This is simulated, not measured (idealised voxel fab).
Process module heading - voxel transistor to metal
Displayed cross-section: cut, width of 265 nm, square cells sized 5 nm.
Each cross-section below is a grid of square cells, stated as bands in top-down order, with one or more rows of cells making up each band. The band entry comprises the height of the band's top followed by the height of its bottom, expressed in nm, and subsequently the band's materials from left to right, each stated together with its width in nm. Where a single material is marked with the word "full width", that material fills the band from edge to edge. The word "air" represents empty space. All heights in this document are referenced to 0, defined as the level beneath which the wafer, as received, consists entirely of one material. The lowest band is not bounded below; it extends indefinitely downward and is written in the form "from 0 down". The width entry "30 to 40" should be interpreted row by row: the top row of cells in the band takes the first number, the bottom row takes the second number, and the change between adjacent rows is uniform throughout. Any step labelled "no alteration" changed none of the cells in the cross-section. "Enclosed cavity list" means: voids of 8 cells or more that are shut off from the top with no open way through. Written width x height at distance, distance from the left edge, in nm. What comes after the settings on a step's line is commentary from the simulator itself on that step. overlay nm: mask right of planned place by this much (step with mask). Neg. = left.

So here's the lineup of process steps we planned:
| 1 | RECEIVE (material Si) |
| 2 | OXIDIZE (depth nm 5) |
| 3 | CONFORMAL_DEP (material SiN; thk nm 15) |
| 4 | MASKED_ETCH (tone cover; mask id ACTIVE; width nm 105; pitch nm 130; etch materials SiN; depth nm 15; overlay nm 0) |
| 5 | MASKED_ETCH (tone cover; mask id ACTIVE; width nm 105; pitch nm 130; etch materials SiO2; depth nm 5; overlay nm 0) |
| 6 | MASKED_ETCH (tone cover; mask id ACTIVE; width nm 105; pitch nm 130; etch materials Si; depth nm 30; overlay nm 0) |
| 7 | OXIDIZE (depth nm 5) |
| 8 | FILL_DEP (material SiO2; thk nm 5) |
| 9 | CMP (height nm 15) |
| 10 | SELECTIVE_ETCH (etch materials SiO2; depth nm 10) |
| 11 | STRIP (etch materials SiN) |
| 12 | SELECTIVE_ETCH (etch materials SiO2; depth nm 5) |
| 13 | OXIDIZE (depth nm 5) |
| 14 | DIRECTIONAL_DEP (material polySi; thk nm 20) |
| 15 | DIRECTIONAL_DEP (material SiCN; thk nm 15) |
| 16 | DIRECTIONAL_DEP (material aC; thk nm 15) |
| 17 | PATTERN (tone cover; mask id GATE; material resist; width nm 15; pitch nm 130; thk nm 35; overlay nm 0) |
| 18 | DIRECTIONAL_ETCH (etch materials aC; depth nm 15) |
| 19 | STRIP (etch materials resist) |
| 20 | DIRECTIONAL_ETCH (etch materials SiCN; depth nm 25) |
| 21 | DIRECTIONAL_ETCH (etch materials polySi; depth nm 30) |
| 22 | STRIP (etch materials aC) |
| 23 | CONFORMAL_DEP (material SiO2; thk nm 5) |
| 24 | DIRECTIONAL_ETCH (etch materials SiO2; depth nm 5) |
| 25 | CONFORMAL_DEP (material SiN; thk nm 10) |
| 26 | DIRECTIONAL_ETCH (etch materials SiN; depth nm 10) |
| 27 | DIRECTIONAL_ETCH (etch materials SiO2; depth nm 5) |
| 28 | DIRECTIONAL_ETCH (etch materials Si; depth nm 15) |
| 29 | EPI (material SiGe; thk nm 15) |
| 30 | FILL_DEP (material SiO2; thk nm 10) |
| 31 | CMP (height nm 30) |
| 32 | DIRECTIONAL_DEP (material SiO2; thk nm 10) |
| 33 | DIRECTIONAL_DEP (material aC; thk nm 15) |
| 34 | PATTERN (tone open; mask id CONTACT; material resist; width nm 35; thk nm 35; overlay nm 0) |
| 35 | DIRECTIONAL_ETCH (etch materials aC; depth nm 15) |
| 36 | STRIP (etch materials resist) |
| 37 | DIRECTIONAL_ETCH (etch materials SiO2; depth nm 35) |
| 38 | STRIP (etch materials aC) |
| 39 | CONFORMAL_DEP (material TiN; thk nm 5) |
| 40 | FILL_DEP (material Ru; thk nm 10) |
| 41 | CMP (height nm 40) |
| 42 | CONFORMAL_DEP (material SiN; thk nm 5) |
| 43 | DIRECTIONAL_DEP (material SiO2; thk nm 20) |
| 44 | MASKED_ETCH (tone open; mask id METAL_1; width nm 20; etch materials SiO2; depth nm 20; overlay nm 0) |
| 45 | MASKED_ETCH (tone open; mask id METAL_1; width nm 20; etch materials SiN; depth nm 5; overlay nm -5) |
| 46 | CONFORMAL_DEP (material TiN; thk nm 5) |
| 47 | FILL_DEP (material Cu; thk nm 10) |
| 48 | CMP (height nm 65) |
| 49 | CONFORMAL_DEP (material SiCN; thk nm 5) |
The wafers are alike at the start. At step 45, their overlay nm differs. The plan lists the first wafer's value.

The as-received cross-section of the first of several wafers corresponds to the state after step 1:
    from 0 down | Si full width
    Enclosed cavity list: none

Where each wafer stands at the end of the module, a row apiece: cells of each material gained (+) or lost (-) since it was received, then closed voids:
overlay nm -5; +28 Cu; +80 Ru; -244 Si; +71 SiCN; +100 SiGe; +105 SiN; +454 SiO2; +124 TiN; +24 polySi; Enclosed cavity list: none
overlay nm 0; +32 Cu; +80 Ru; -244 Si; +71 SiCN; +100 SiGe; +101 SiN; +454 SiO2; +124 TiN; +24 polySi; Enclosed cavity list: none
overlay nm 5; +28 Cu; +80 Ru; -244 Si; +71 SiCN; +100 SiGe; +105 SiN; +454 SiO2; +124 TiN; +24 polySi; Enclosed cavity list: none
